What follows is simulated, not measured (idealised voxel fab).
process module | voxel ribs on slabs
cross-section cut | 275 nm wide | cells 5 nm
A cross-section is a grid of square cells, given in bands from the top down. A band is one or more rows of cells.
Each band's line starts with the height of the band's top and of its bottom, in nm. Then come its materials from left to right, each with its width in nm. One material with "throughout" fills the band from edge to edge. "air" is empty space.
Height 0 is the level under which the wafer as received is all one material. The lowest band goes on downwards, as in "0 down".
A width such as "30 to 40" changes by the same amount from each row of cells to the next, from the band's top row to its bottom row.
"no change" after a step means that no cell of the cross-section changed.
closed voids: empty space of 8 cells or more with no open way to the top, each as width x height at its distance from the left edge, in nm
after a step's settings: what the simulator itself notes on the step
overlay nm, on a step with a mask: how far to the right of its planned place the mask lay; to the left if negative
plan
1 op RECEIVE | material Si
2 op DIRECTIONAL_DEP | material SiO2 | thk nm 30
3 op DIRECTIONAL_DEP | material SiN | thk nm 20
4 op DIRECTIONAL_DEP | material aC | thk nm 15
5 op PATTERN | tone cover | mask id RIB | material resist | width nm 30 | thk nm 35 | overlay nm 0
6 op DIRECTIONAL_ETCH | etch materials aC | depth nm 15
7 op STRIP | etch materials resist
8 op DIRECTIONAL_ETCH | etch materials SiN | depth nm 5
9 op STRIP | etch materials aC
10 op DIRECTIONAL_DEP | material aC | thk nm 10
11 op PATTERN | tone cover | mask id SLAB | material resist | width nm 80 | thk nm 30 | overlay nm 0
12 op DIRECTIONAL_ETCH | etch materials aC | depth nm 10
13 op STRIP | etch materials resist
14 op DIRECTIONAL_ETCH | etch materials SiN | depth nm 15
15 op STRIP | etch materials aC
16 op FILL_DEP | material SiO2 | thk nm 25
17 op CMP | height nm 65
18 op DIRECTIONAL_DEP | material TiN | thk nm 5
19 op PATTERN | tone cover | mask id HEATER | material resist | width nm 40 | thk nm 20 | overlay nm 0
20 op DIRECTIONAL_ETCH | etch materials TiN | depth nm 5
21 op STRIP | etch materials resist
22 op CONFORMAL_DEP | material SiO2 | thk nm 10
first wafer, as planned
as received, after step 1
  0 down: Si throughout
  closed voids: none
after step 2
  30 to 0: SiO2 throughout
  below 0: unchanged
after step 3
  50 to 30: SiN throughout
  below 30: unchanged
after step 4
  65 to 50: aC throughout
  below 50: unchanged
after step 5
  100 to 65: air 120 | resist 30 | air 125
  below 65: unchanged
after step 6
  85 to 65: air 120 | resist 30 | air 125
  65 to 50: air 120 | aC 30 | air 125
  below 50: unchanged
after step 7
  65 to 50: air 120 | aC 30 | air 125
  below 50: unchanged
after step 8
  65 to 50: air 120 | aC 30 | air 125
  50 to 45: air 120 | SiN 30 | air 125
  below 45: unchanged
after step 9
  50 to 45: air 120 | SiN 30 | air 125
  below 45: unchanged
after step 10
  60 to 55: air 120 | aC 30 | air 125
  55 to 50: aC throughout
  50 to 45: aC 120 | SiN 30 | aC 125
  below 45: unchanged
after step 11
  90 to 60: air 95 | resist 80 | air 100
  60 to 55: air 95 | resist 25 | aC 30 | resist 25 | air 100
  below 55: unchanged
after step 12
  80 to 60: air 95 | resist 80 | air 100
  60 to 55: air 95 | resist 25 | aC 30 | resist 25 | air 100
  55 to 50: air 95 | aC 80 | air 100
  50 to 45: air 95 | aC 25 | SiN 30 | aC 25 | air 100
  below 45: unchanged
after step 13
  60 to 50: air 120 to 95 | aC 30 to 80 | air 125 to 100
  below 50: unchanged
after step 14
  60 to 50: air 120 to 95 | aC 30 to 80 | air 125 to 100
  50 to 45: air 95 | aC 25 | SiN 30 | aC 25 | air 100
  45 to 30: air 95 | SiN 80 | air 100
  below 30: unchanged
after step 15
  50 to 45: air 120 | SiN 30 | air 125
  below 45: unchanged
after step 16
  75 to 50: SiO2 throughout
  50 to 45: SiO2 120 | SiN 30 | SiO2 125
  45 to 30: SiO2 95 | SiN 80 | SiO2 100
  below 30: unchanged
after step 17
  65 to 50: SiO2 throughout
  below 50: unchanged
after step 18
  70 to 65: TiN throughout
  below 65: unchanged
after step 19
  90 to 70: air 115 | resist 40 | air 120
  below 70: unchanged
after step 20
  90 to 70: air 115 | resist 40 | air 120
  70 to 65: air 115 | TiN 40 | air 120
  below 65: unchanged
after step 21
  70 to 65: air 115 | TiN 40 | air 120
  below 65: unchanged
after step 22
  80 to 75: air 105 | SiO2 60 | air 110
  75 to 70: SiO2 throughout
  70 to 65: SiO2 115 | TiN 40 | SiO2 120
  below 65: unchanged
second wafer: like start, like plan, one mistake. Through step 9 it matches the first wafer
when step 10 should have ended
  60 to 55: air 120 | SiN 30 | air 125
  55 to 30: SiN throughout
  below 30: unchanged
when step 11 should have ended
  90 to 60: air 95 | resist 80 | air 100
  60 to 55: air 95 | resist 25 | SiN 30 | resist 25 | air 100
  below 55: unchanged
when step 12 should have ended
  80 to 60: air 95 | resist 80 | air 100
  below 60: unchanged
when step 13 should have ended
  60 to 55: air 120 | SiN 30 | air 125
  below 55: unchanged
when step 14 should have ended
  45 to 40: air 120 | SiN 30 | air 125
  below 40: unchanged
when step 15 should have ended: no change
when step 16 should have ended
  70 to 45: SiO2 throughout
  45 to 40: SiO2 120 | SiN 30 | SiO2 125
  below 40: unchanged
when step 17 should have ended
  65 to 45: SiO2 throughout
  below 45: unchanged
when step 18 should have ended
  70 to 65: TiN throughout
  below 65: unchanged
when step 19 should have ended
  90 to 70: air 115 | resist 40 | air 120
  below 70: unchanged
when step 20 should have ended
  90 to 70: air 115 | resist 40 | air 120
  70 to 65: air 115 | TiN 40 | air 120
  below 65: unchanged
when step 21 should have ended
  70 to 65: air 115 | TiN 40 | air 120
  below 65: unchanged
when step 22 should have ended
  80 to 75: air 105 | SiO2 60 | air 110
  75 to 70: SiO2 throughout
  70 to 65: SiO2 115 | TiN 40 | SiO2 120
  below 65: unchanged
what went wrong: step 10 ran as: op DIRECTIONAL_DEP | material SiN | thk nm 10
at the end the second wafer has, in cells: 62 more of SiN | 62 fewer of SiO2
